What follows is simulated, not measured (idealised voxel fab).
Proc. module: voxel self aligned contacts
For reference, the cross-section in this document is cut, with width 225 nm and square cells of 5 nm.
Throughout this document, each cross-section is represented as a grid of square cells and is presented as a sequence of bands enumerated from the top downward, where a band comprises one or more rows of cells.
Band entry format. Leading values: height of top, height of bottom, nm. Remainder: materials in left-to-right order, each with its width in nm. Special words: "edge to edge" on a single material, which then fills the band edge to edge; "empty", empty space.
A quick word on heights: they are counted from 0, and under that level the wafer as it came to us is one material throughout. The lowest band is different from the rest in having no bottom; it simply continues downward, written as in "top 0, no bottom".
It should be noted that a width expressed as "30..40" varies in equal increments from row to row of cells within the band, taking the value of the first number at the top row and that of the second number at the bottom row.
Step marked "no modification"? Then no cell in the cross-section changed in it.
In "Closed void entries" the enclosed voids are listed, meaning empty spaces of 8 cells or larger without any opening to the top. The form is width x height at distance, distance from the left edge, units nm.
What comes after the settings on a step's line is commentary from the simulator itself on that step.
Among the settings permitted on a step's line is "overlay nm"; applied to a step with a mask, it specifies the extent to which the mask lay to the right of its planned position, whereas a negative figure signifies a position to the left.

## Process steps (planned)
- 1: RECEIVE [material Si]
- 2: CONFORMAL_DEP [material SiO2] [thk nm 5]
- 3: DIRECTIONAL_DEP [material polySi] [thk nm 20]
- 4: DIRECTIONAL_DEP [material SiN] [thk nm 20]
- 5: PATTERN [tone cover] [mask id GATE] [material resist] [width nm 35] [pitch nm 65] [thk nm 15] [overlay nm 0]
- 6: DIRECTIONAL_ETCH [etch materials SiN] [depth nm 20]
- 7: DIRECTIONAL_ETCH [etch materials polySi] [depth nm 20]
- 8: STRIP [etch materials resist]
- 9: CONFORMAL_DEP [material SiN] [thk nm 5]
- 10: DIRECTIONAL_ETCH [etch materials SiN] [depth nm 5]
- 11: FILL_DEP [material SiO2] [thk nm 15]
- 12: CMP [height nm 50]
- 13: PATTERN [tone open] [mask id CONTACT] [material resist] [width nm 40] [thk nm 15] [overlay nm 0]
- 14: DIRECTIONAL_ETCH [etch materials SiO2] [depth nm 50]
- 15: STRIP [etch materials resist]
- 16: CONFORMAL_DEP [material TiN] [thk nm 5]
- 17: FILL_DEP [material Ru] [thk nm 10]
- 18: CMP [height nm 50]
- 19: CONFORMAL_DEP [material SiCN] [thk nm 5]

## So, the first of our two wafers, run just as we planned it

## As-received state of the wafer in cross-section, equivalent to post-step 1
    top 0, no bottom: Si edge to edge
    Closed void entries: none

## The wafer, seen in cross-section, after step 2
    top 5, bottom 0: SiO2 edge to edge
    Below 0 it's all the same as before, nothing changed down there.

## The wafer, seen in cross-section, after step 3
    top 25, bottom 5: polySi edge to edge
    Below 5 it's all the same as before, nothing changed down there.

## The wafer, seen in cross-section, after step 4
    top 45, bottom 25: SiN edge to edge
    Below 25 it's all the same as before, nothing changed down there.

## The wafer, seen in cross-section, after step 5
    top 60, bottom 45: empty (60)  resist (35)  empty (30)  resist (35)  empty (65)
    Below 45 it's all the same as before, nothing changed down there.

## The wafer, seen in cross-section, after step 6
    top 60, bottom 45: empty (60)  resist (35)  empty (30)  resist (35)  empty (65)
    top 45, bottom 25: empty (60)  SiN (35)  empty (30)  SiN (35)  empty (65)
    Below 25 it's all the same as before, nothing changed down there.

## The wafer, seen in cross-section, after step 7
    top 60, bottom 45: empty (60)  resist (35)  empty (30)  resist (35)  empty (65)
    top 45, bottom 25: empty (60)  SiN (35)  empty (30)  SiN (35)  empty (65)
    top 25, bottom 5: empty (60)  polySi (35)  empty (30)  polySi (35)  empty (65)
    Below 5 it's all the same as before, nothing changed down there.

## The wafer, seen in cross-section, after step 8
    top 45, bottom 25: empty (60)  SiN (35)  empty (30)  SiN (35)  empty (65)
    Below 25 it's all the same as before, nothing changed down there.

## The wafer, seen in cross-section, after step 9
    top 50, bottom 25: empty (55)  SiN (45)  empty (20)  SiN (45)  empty (60)
    top 25, bottom 10: empty (55)  SiN (5)  polySi (35)  SiN (5)  empty (20)  SiN (5)  polySi (35)  SiN (5)  empty (60)
    top 10, bottom 5: SiN (60)  polySi (35)  SiN (30)  polySi (35)  SiN (65)
    Below 5 it's all the same as before, nothing changed down there.

## The wafer, seen in cross-section, after step 10
    top 45, bottom 25: empty (55)  SiN (45)  empty (20)  SiN (45)  empty (60)
    top 25, bottom 5: empty (55)  SiN (5)  polySi (35)  SiN (5)  empty (20)  SiN (5)  polySi (35)  SiN (5)  empty (60)
    Below 5 it's all the same as before, nothing changed down there.

## The wafer, seen in cross-section, after step 11
    top 60, bottom 45: SiO2 edge to edge
    top 45, bottom 25: SiO2 (55)  SiN (45)  SiO2 (20)  SiN (45)  SiO2 (60)
    top 25, bottom 5: SiO2 (55)  SiN (5)  polySi (35)  SiN (5)  SiO2 (20)  SiN (5)  polySi (35)  SiN (5)  SiO2 (60)
    Below 5 it's all the same as before, nothing changed down there.

## The wafer, seen in cross-section, after step 12
    top 50, bottom 45: SiO2 edge to edge
    Below 45 it's all the same as before, nothing changed down there.

## The wafer, seen in cross-section, after step 13
    top 65, bottom 50: resist (90)  empty (40)  resist (95)
    Below 50 it's all the same as before, nothing changed down there.

## The wafer, seen in cross-section, after step 14
    top 65, bottom 50: resist (90)  empty (40)  resist (95)
    top 50, bottom 45: SiO2 (90)  empty (40)  SiO2 (95)
    top 45, bottom 25: SiO2 (55)  SiN (45)  empty (20)  SiN (45)  SiO2 (60)
    top 25, bottom 5: SiO2 (55)  SiN (5)  polySi (35)  SiN (5)  empty (20)  SiN (5)  polySi (35)  SiN (5)  SiO2 (60)
    top 5, bottom 0: SiO2 (100)  empty (20)  SiO2 (105)
    Below 0 it's all the same as before, nothing changed down there.

## The wafer, seen in cross-section, after step 15
    top 50, bottom 45: SiO2 (90)  empty (40)  SiO2 (95)
    Below 45 it's all the same as before, nothing changed down there.

## The wafer, seen in cross-section, after step 16
    top 55, bottom 50: TiN (95)  empty (30)  TiN (100)
    top 50, bottom 45: SiO2 (90)  TiN (15)  empty (10)  TiN (15)  SiO2 (95)
    top 45, bottom 25: SiO2 (55)  SiN (45)  TiN (5)  empty (10)  TiN (5)  SiN (45)  SiO2 (60)
    top 25, bottom 5: SiO2 (55)  SiN (5)  polySi (35)  SiN (5)  TiN (5)  empty (10)  TiN (5)  SiN (5)  polySi (35)  SiN (5)  SiO2 (60)
    top 5, bottom 0: SiO2 (100)  TiN (20)  SiO2 (105)
    Below 0 it's all the same as before, nothing changed down there.

## The wafer, seen in cross-section, after step 17
    top 65, bottom 55: Ru edge to edge
    top 55, bottom 50: TiN (95)  Ru (30)  TiN (100)
    top 50, bottom 45: SiO2 (90)  TiN (15)  Ru (10)  TiN (15)  SiO2 (95)
    top 45, bottom 25: SiO2 (55)  SiN (45)  TiN (5)  Ru (10)  TiN (5)  SiN (45)  SiO2 (60)
    top 25, bottom 5: SiO2 (55)  SiN (5)  polySi (35)  SiN (5)  TiN (5)  Ru (10)  TiN (5)  SiN (5)  polySi (35)  SiN (5)  SiO2 (60)
    Below 5 it's all the same as before, nothing changed down there.

## The wafer, seen in cross-section, after step 18
    top 50, bottom 45: SiO2 (90)  TiN (15)  Ru (10)  TiN (15)  SiO2 (95)
    Below 45 it's all the same as before, nothing changed down there.

## The wafer, seen in cross-section, after step 19
    top 55, bottom 50: SiCN edge to edge
    Below 50 it's all the same as before, nothing changed down there.

## Okay, second wafer. Nothing different at the start, nothing different in the plan, just one mistake somewhere in the running. As far as step 3, counting that step, it's the first wafer all over again

## Planned end of step 4: second wafer, cross-section
    top 50, bottom 25: SiN edge to edge
    Below 25 it's all the same as before, nothing changed down there.

## Planned end of step 5: second wafer, cross-section
    top 65, bottom 50: empty (60)  resist (35)  empty (30)  resist (35)  empty (65)
    Below 50 it's all the same as before, nothing changed down there.

## Planned end of step 6: second wafer, cross-section
    top 65, bottom 50: empty (60)  resist (35)  empty (30)  resist (35)  empty (65)
    top 50, bottom 30: empty (60)  SiN (35)  empty (30)  SiN (35)  empty (65)
    Below 30 it's all the same as before, nothing changed down there.

Planned end of step 7: second wafer, cross-section: no modification

## Planned end of step 8: second wafer, cross-section
    top 50, bottom 30: empty (60)  SiN (35)  empty (30)  SiN (35)  empty (65)
    Below 30 it's all the same as before, nothing changed down there.

## Planned end of step 9: second wafer, cross-section
    top 55, bottom 35: empty (55)  SiN (45)  empty (20)  SiN (45)  empty (60)
    top 35, bottom 25: SiN edge to edge
    Below 25 it's all the same as before, nothing changed down there.

## Planned end of step 10: second wafer, cross-section
    top 50, bottom 30: empty (55)  SiN (45)  empty (20)  SiN (45)  empty (60)
    Below 30 it's all the same as before, nothing changed down there.

## Planned end of step 11: second wafer, cross-section
    top 65, bottom 50: SiO2 edge to edge
    top 50, bottom 30: SiO2 (55)  SiN (45)  SiO2 (20)  SiN (45)  SiO2 (60)
    Below 30 it's all the same as before, nothing changed down there.

## Planned end of step 12: second wafer, cross-section
    top 50, bottom 30: SiO2 (55)  SiN (45)  SiO2 (20)  SiN (45)  SiO2 (60)
    Below 30 it's all the same as before, nothing changed down there.

## Planned end of step 13: second wafer, cross-section
    top 65, bottom 50: resist (90)  empty (40)  resist (95)
    Below 50 it's all the same as before, nothing changed down there.

## Planned end of step 14: second wafer, cross-section
    top 65, bottom 50: resist (90)  empty (40)  resist (95)
    top 50, bottom 30: SiO2 (55)  SiN (45)  empty (20)  SiN (45)  SiO2 (60)
    Below 30 it's all the same as before, nothing changed down there.

## Planned end of step 15: second wafer, cross-section
    top 50, bottom 30: SiO2 (55)  SiN (45)  empty (20)  SiN (45)  SiO2 (60)
    Below 30 it's all the same as before, nothing changed down there.

## Planned end of step 16: second wafer, cross-section
    top 55, bottom 50: TiN (105)  empty (10)  TiN (110)
    top 50, bottom 35: SiO2 (55)  SiN (45)  TiN (5)  empty (10)  TiN (5)  SiN (45)  SiO2 (60)
    top 35, bottom 30: SiO2 (55)  SiN (45)  TiN (20)  SiN (45)  SiO2 (60)
    Below 30 it's all the same as before, nothing changed down there.

## Planned end of step 17: second wafer, cross-section
    top 65, bottom 55: Ru edge to edge
    top 55, bottom 50: TiN (105)  Ru (10)  TiN (110)
    top 50, bottom 35: SiO2 (55)  SiN (45)  TiN (5)  Ru (10)  TiN (5)  SiN (45)  SiO2 (60)
    Below 35 it's all the same as before, nothing changed down there.

## Planned end of step 18: second wafer, cross-section
    top 50, bottom 35: SiO2 (55)  SiN (45)  TiN (5)  Ru (10)  TiN (5)  SiN (45)  SiO2 (60)
    Below 35 it's all the same as before, nothing changed down there.

## Planned end of step 19: second wafer, cross-section
    top 55, bottom 50: SiCN edge to edge
    Below 50 it's all the same as before, nothing changed down there.
Nonconformance to the process plan: it should be noted that step 4 was executed with settings other than those planned, the operation and settings actually applied being DIRECTIONAL_DEP [material SiN] [thk nm 25]
The second wafer ends with more or fewer cells of some materials than the first, per final count: -12 Ru, +29 SiN, -125 SiO2, -16 TiN, +124 polySi
